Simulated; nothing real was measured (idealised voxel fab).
The following is a process module called voxel air gaps.
Section cut is 170 nm wide and gridded with 5 nm square cells.
The cross-sections in this document take the form of a grid made of square cells. They are written out as bands, in order from top to bottom. Each band consists of one or more rows of cells. Top, bottom (nm), then materials left to right with widths (nm); lone material tagged "everywhere" fills the whole band edge to edge; "blank" = empty space. The level at which height equals 0 is the one under which the wafer, as it arrives, is entirely one material. No lower edge exists for the bottom band, which continues downward and is notated as in "0..down". Graded width ("30 to 40"): value in top row of band = first number; value in bottom row = second number; row-to-row change constant. No cell of the cross-section changed in a step that is given as "identical to before". Voids not open to the top, 8 cells minimum: see "Closed internal cavities". Written width x height at distance; distance is from the left edge; nm. Step line, after settings: the simulator's comment on this step. overlay nm: step with mask; distance mask lay right of planned place; negative value = left of planned place.

Set out below are the planned steps of the process:
| 1 | RECEIVE [material Si] |
| 2 | CONFORMAL_DEP [material SiO2] [thk nm 10] |
| 3 | CONFORMAL_DEP [material SiN] [thk nm 5] |
| 4 | DIRECTIONAL_DEP [material lowk] [thk nm 40] |
| 5 | DIRECTIONAL_DEP [material aC] [thk nm 10] |
| 6 | PATTERN [tone open] [mask id LINES] [material resist] [width nm 20] [pitch nm 45] [thk nm 25] [overlay nm 0] |
| 7 | DIRECTIONAL_ETCH [etch materials aC] [depth nm 10] |
| 8 | STRIP [etch materials resist] |
| 9 | DIRECTIONAL_ETCH [etch materials lowk] [depth nm 40] |
| 10 | STRIP [etch materials aC] |
| 11 | CONFORMAL_DEP [material TiN] [thk nm 5] |
| 12 | FILL_DEP [material Ru] [thk nm 10] |
| 13 | CMP [height nm 55] |
| 14 | EPI [material Ru] [thk nm 10] |
| 15 | SELECTIVE_ETCH [etch materials lowk] [depth nm 50] |
| 16 | CONFORMAL_DEP [material SiCN] [thk nm 5] |

as received, after step 1:
  0..down = Si everywhere
  Closed internal cavities: none

Cross-section taken at module completion on the first of two wafers; processed per the plan:
  70..65 = blank 15 nm, SiCN 140 nm, blank 15 nm
  65..55 = blank 15 nm, SiCN 5 nm, Ru 40 nm, SiCN 5 nm, Ru 40 nm, SiCN 5 nm, Ru 40 nm, SiCN 5 nm, blank 15 nm
  55..50 = blank 15 nm, SiCN 15 nm, TiN 5 nm, Ru 10 nm, TiN 5 nm, SiCN 25 nm, TiN 5 nm, Ru 10 nm, TiN 5 nm, SiCN 25 nm, TiN 5 nm, Ru 10 nm, TiN 5 nm, SiCN 15 nm, blank 15 nm
  50..20 = blank 25 nm, SiCN 5 nm, TiN 5 nm, Ru 10 nm, TiN 5 nm, SiCN 5 nm, blank 15 nm, SiCN 5 nm, TiN 5 nm, Ru 10 nm, TiN 5 nm, SiCN 5 nm, blank 15 nm, SiCN 5 nm, TiN 5 nm, Ru 10 nm, TiN 5 nm, SiCN 5 nm, blank 25 nm
  20..15 = SiCN 30 nm, TiN 20 nm, SiCN 25 nm, TiN 20 nm, SiCN 25 nm, TiN 20 nm, SiCN 30 nm
  15..10 = SiN everywhere
  10..0 = SiO2 everywhere
  0..down = Si everywhere
  Closed internal cavities: 15 x 30 at 55; 15 x 30 at 100

This is the second of the two wafers, cross-sectioned at the end of the module; it started exactly like the first and was given the same plan, but it was run with one mistake:
  70..65 = blank 20 nm, SiCN 135 nm, blank 15 nm
  65..55 = blank 20 nm, SiCN 5 nm, Ru 35 nm, SiCN 10 nm, Ru 35 nm, SiCN 10 nm, Ru 35 nm, SiCN 5 nm, blank 15 nm
  55..50 = blank 20 nm, SiCN 15 nm, TiN 5 nm, Ru 5 nm, TiN 5 nm, SiCN 30 nm, TiN 5 nm, Ru 5 nm, TiN 5 nm, SiCN 30 nm, TiN 5 nm, Ru 5 nm, TiN 5 nm, SiCN 15 nm, blank 15 nm
  50..20 = blank 30 nm, SiCN 5 nm, TiN 5 nm, Ru 5 nm, TiN 5 nm, SiCN 5 nm, blank 20 nm, SiCN 5 nm, TiN 5 nm, Ru 5 nm, TiN 5 nm, SiCN 5 nm, blank 20 nm, SiCN 5 nm, TiN 5 nm, Ru 5 nm, TiN 5 nm, SiCN 5 nm, blank 25 nm
  20..15 = SiCN 35 nm, TiN 15 nm, SiCN 30 nm, TiN 15 nm, SiCN 30 nm, TiN 15 nm, SiCN 30 nm
  15..10 = SiN everywhere
  10..0 = SiO2 everywhere
  0..down = Si everywhere
  Closed internal cavities: 20 x 30 at 55; 20 x 30 at 100
In executing the process, a mistake was made relative to the plan: step 6 deviated from plan and actually ran as PATTERN [tone open] [mask id LINES] [material resist] [width nm 15] [pitch nm 45] [thk nm 25] [overlay nm 0]
At the finish, the second wafer shows more or fewer cells for some materials than the first does: -27 Ru, +8 SiCN, -3 TiN
